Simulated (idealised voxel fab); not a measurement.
process module | voxel double patterning
cross-section cut | 265 nm wide | cells 5 nm
A cross-section is a grid of square cells, given in bands from the top down. A band is one or more rows of cells.
Each band's line starts with the height of the band's top and of its bottom, in nm. Then come its materials from left to right, each with its width in nm. One material with "throughout" fills the band from edge to edge. "air" is empty space.
Height 0 is the level under which the wafer as received is all one material. The lowest band goes on downwards, as in "0 down".
A width such as "30 to 40" changes by the same amount from each row of cells to the next, from the band's top row to its bottom row.
"no change" after a step means that no cell of the cross-section changed.
closed voids: empty space of 8 cells or more with no open way to the top, each as width x height at its distance from the left edge, in nm
after a step's settings: what the simulator itself notes on the step
overlay nm, on a step with a mask: how far to the right of its planned place the mask lay; to the left if negative
plan
1 op RECEIVE | material Si
2 op CONFORMAL_DEP | material SiO2 | thk nm 10
3 op DIRECTIONAL_DEP | material polySi | thk nm 10
4 op DIRECTIONAL_DEP | material SiCN | thk nm 5
5 op DIRECTIONAL_DEP | material aC | thk nm 15
6 op PATTERN | tone open | mask id FIRST | material resist | width nm 15 | pitch nm 50 | thk nm 30 | overlay nm 0
7 op DIRECTIONAL_ETCH | etch materials aC | depth nm 15
8 op STRIP | etch materials resist
9 op DIRECTIONAL_ETCH | etch materials SiCN | depth nm 5
10 op STRIP | etch materials aC
11 op PATTERN | tone open | mask id SECOND | material resist | width nm 15 | thk nm 15 | overlay nm 0
12 op DIRECTIONAL_ETCH | etch materials SiCN | depth nm 5
13 op STRIP | etch materials resist
14 op DIRECTIONAL_ETCH | etch materials polySi | depth nm 10
15 op STRIP | etch materials SiCN
first wafer, as planned
as received, after step 1
  0 down: Si throughout
  closed voids: none
after step 2
  10 to 0: SiO2 throughout
  below 0: unchanged
after step 3
  20 to 10: polySi throughout
  below 10: unchanged
after step 4
  25 to 20: SiCN throughout
  below 20: unchanged
after step 5
  40 to 25: aC throughout
  below 25: unchanged
after step 6
  70 to 40: resist 100 | air 15 | resist 35 | air 15 | resist 100
  below 40: unchanged
after step 7
  55 to 40: resist 100 | air 15 | resist 35 | air 15 | resist 100
  40 to 25: aC 100 | air 15 | aC 35 | air 15 | aC 100
  below 25: unchanged
after step 8
  40 to 25: aC 100 | air 15 | aC 35 | air 15 | aC 100
  below 25: unchanged
after step 9
  40 to 25: aC 100 | air 15 | aC 35 | air 15 | aC 100
  25 to 20: SiCN 100 | air 15 | SiCN 35 | air 15 | SiCN 100
  below 20: unchanged
after step 10
  25 to 20: SiCN 100 | air 15 | SiCN 35 | air 15 | SiCN 100
  below 20: unchanged
after step 11
  40 to 25: resist 125 | air 15 | resist 125
  25 to 20: SiCN 100 | resist 15 | SiCN 35 | resist 15 | SiCN 100
  below 20: unchanged
after step 12
  40 to 25: resist 125 | air 15 | resist 125
  25 to 20: SiCN 100 | resist 15 | SiCN 10 | air 15 | SiCN 10 | resist 15 | SiCN 100
  below 20: unchanged
after step 13
  25 to 20: SiCN 100 | air 15 | SiCN 10 | air 15 | SiCN 10 | air 15 | SiCN 100
  below 20: unchanged
after step 14
  25 to 20: SiCN 100 | air 15 | SiCN 10 | air 15 | SiCN 10 | air 15 | SiCN 100
  20 to 10: polySi 100 | air 15 | polySi 10 | air 15 | polySi 10 | air 15 | polySi 100
  below 10: unchanged
after step 15
  20 to 10: polySi 100 | air 15 | polySi 10 | air 15 | polySi 10 | air 15 | polySi 100
  below 10: unchanged
second wafer: like start, like plan, one mistake. Through step 6 it matches the first wafer
when step 7 should have ended
  40 to 25: aC 100 | air 15 | aC 35 | air 15 | aC 100
  below 25: unchanged
when step 8 should have ended: no change
when step 9 should have ended
  40 to 25: aC 100 | air 15 | aC 35 | air 15 | aC 100
  25 to 20: SiCN 100 | air 15 | SiCN 35 | air 15 | SiCN 100
  below 20: unchanged
when step 10 should have ended
  25 to 20: SiCN 100 | air 15 | SiCN 35 | air 15 | SiCN 100
  below 20: unchanged
when step 11 should have ended
  40 to 25: resist 125 | air 15 | resist 125
  25 to 20: SiCN 100 | resist 15 | SiCN 35 | resist 15 | SiCN 100
  below 20: unchanged
when step 12 should have ended
  40 to 25: resist 125 | air 15 | resist 125
  25 to 20: SiCN 100 | resist 15 | SiCN 10 | air 15 | SiCN 10 | resist 15 | SiCN 100
  below 20: unchanged
when step 13 should have ended
  25 to 20: SiCN 100 | air 15 | SiCN 10 | air 15 | SiCN 10 | air 15 | SiCN 100
  below 20: unchanged
when step 14 should have ended
  25 to 20: SiCN 100 | air 15 | SiCN 10 | air 15 | SiCN 10 | air 15 | SiCN 100
  20 to 10: polySi 100 | air 15 | polySi 10 | air 15 | polySi 10 | air 15 | polySi 100
  below 10: unchanged
when step 15 should have ended
  20 to 10: polySi 100 | air 15 | polySi 10 | air 15 | polySi 10 | air 15 | polySi 100
  below 10: unchanged
what went wrong: step 7 was run twice
at the end the two cross-sections are the same: no effect in what this model computes
